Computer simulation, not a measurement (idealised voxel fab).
process module | voxel air gaps
cross-section cut | 245 nm wide | cells 5 nm
A cross-section is a grid of square cells, given in bands from the top down. A band is one or more rows of cells.
Each band's line starts with the height of the band's top and of its bottom, in nm. Then come its materials from left to right, each with its width in nm. One material with "throughout" fills the band from edge to edge. "air" is empty space.
Height 0 is the level under which the wafer as received is all one material. The lowest band goes on downwards, as in "0 down".
A width such as "30 to 40" changes by the same amount from each row of cells to the next, from the band's top row to its bottom row.
"no change" after a step means that no cell of the cross-section changed.
closed voids: empty space of 8 cells or more with no open way to the top, each as width x height at its distance from the left edge, in nm
after a step's settings: what the simulator itself notes on the step
overlay nm, on a step with a mask: how far to the right of its planned place the mask lay; to the left if negative
plan
1 op RECEIVE | material Si
2 op CONFORMAL_DEP | material SiO2 | thk nm 10
3 op CONFORMAL_DEP | material SiN | thk nm 5
4 op DIRECTIONAL_DEP | material lowk | thk nm 40
5 op DIRECTIONAL_DEP | material aC | thk nm 10
6 op PATTERN | tone open | mask id LINES | material resist | width nm 25 | pitch nm 50 | thk nm 30 | overlay nm -15
7 op DIRECTIONAL_ETCH | etch materials aC | depth nm 10
8 op STRIP | etch materials resist
9 op DIRECTIONAL_ETCH | etch materials lowk | depth nm 40
10 op STRIP | etch materials aC
11 op CONFORMAL_DEP | material TiN | thk nm 5
12 op FILL_DEP | material Ru | thk nm 5
13 op CMP | height nm 55
14 op EPI | material Ru | thk nm 10
15 op SELECTIVE_ETCH | etch materials lowk | depth nm 50
16 op CONFORMAL_DEP | material SiN | thk nm 5
varied across the wafers: overlay nm of step 6. The plan shows the first wafer's value. All wafers start alike
first wafer as received, after step 1
  0 down: Si throughout
  closed voids: none
each wafer at the end: cells of each material gained (+) or lost (-) since it was received, then its closed voids
overlay nm -15 | +117 Ru | +174 SiN | +98 SiO2 | +57 TiN | closed voids: 15 x 30 at 75; 15 x 30 at 125
overlay nm -10 | +117 Ru | +174 SiN | +98 SiO2 | +57 TiN | closed voids: 15 x 30 at 80; 15 x 30 at 130
overlay nm -5 | +117 Ru | +174 SiN | +98 SiO2 | +57 TiN | closed voids: 15 x 30 at 85; 15 x 30 at 135
overlay nm 0 | +117 Ru | +174 SiN | +98 SiO2 | +57 TiN | closed voids: 15 x 30 at 90; 15 x 30 at 140
overlay nm 5 | +117 Ru | +174 SiN | +98 SiO2 | +57 TiN | closed voids: 15 x 30 at 95; 15 x 30 at 145
overlay nm 10 | +117 Ru | +174 SiN | +98 SiO2 | +57 TiN | closed voids: 15 x 30 at 100; 15 x 30 at 150
overlay nm 15 | +117 Ru | +174 SiN | +98 SiO2 | +57 TiN | closed voids: 15 x 30 at 105; 15 x 30 at 155
